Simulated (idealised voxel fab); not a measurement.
The process module presented herein is designated voxel released beams.
We display cut, a cross-section 200 nm in width whose square cells are each 5 nm.
Cross-sections here: square-cell grids, written as top-down lists of bands, a band being one or more rows of cells. Band entry format. Leading values: height of top, height of bottom, nm. Remainder: materials in left-to-right order, each with its width in nm. Special words: "all across" on a single material, which then fills the band edge to edge; "empty", empty space. Measure heights from 0. That's the level where, below it, the as-received wafer is all one material. The lowest band is bottomless and extends downward; write it as in "0 and below". The expression "30 to 40" gives the width at the extremes of the band, the first number at its top row of cells and the second at its bottom row, with the width changing by equal amounts from each row to the next in between. Where a step carries "nothing was modified", the cross-section came out of it unchanged, cell for cell. Enclosed voids (no open way to top), threshold 8 cells or more, entry "Closed internal voids", notation width x height at distance, distance from left edge, nm. Where a step's line continues beyond its settings, the continuation is a remark by the simulator itself on that step. For masked steps, "overlay nm" on the step line gives how far right of plan the mask actually lay; a minus sign means it lay to the left.
-- Here's what the planned process steps look like
step 1: RECEIVE [material Si]
step 2: CONFORMAL_DEP [material SiN] [thk nm 5]
step 3: DIRECTIONAL_DEP [material SiO2] [thk nm 20]
step 4: PATTERN [tone open] [mask id ANCHOR] [material resist] [width nm 35] [thk nm 15] [overlay nm 0]
step 5: DIRECTIONAL_ETCH [etch materials SiO2] [depth nm 20]
step 6: STRIP [etch materials resist]
step 7: CONFORMAL_DEP [material polySi] [thk nm 15]
step 8: DIRECTIONAL_DEP [material aC] [thk nm 15]
step 9: PATTERN [tone cover] [mask id BEAM] [material resist] [width nm 110] [thk nm 30] [overlay nm 0]
step 10: DIRECTIONAL_ETCH [etch materials aC] [depth nm 15]
step 11: STRIP [etch materials resist]
step 12: DIRECTIONAL_ETCH [etch materials polySi] [depth nm 15]
step 13: STRIP [etch materials aC]
step 14: STRIP [etch materials SiO2]
-- Cross-section of the wafer at receipt, which is the condition after step 1
* 0 and below | Si all across
* Closed internal voids: none
-- Starting structure and process plan are as shown above, but one mistake was made in running the module; the wafer cross-section at the end of the module follows
* 35 down to 20 | empty (40); polySi (20); empty (5); polySi (85); empty (50)
* 20 down to 15 | empty (45); polySi (15); empty (5); polySi (15); empty (120)
* 15 down to 0 | empty (45); polySi (35); empty (120)
* 0 and below | Si all across
* Closed internal voids: none
Deviation from plan: yeah, step 2 of the plan got skipped, never ran
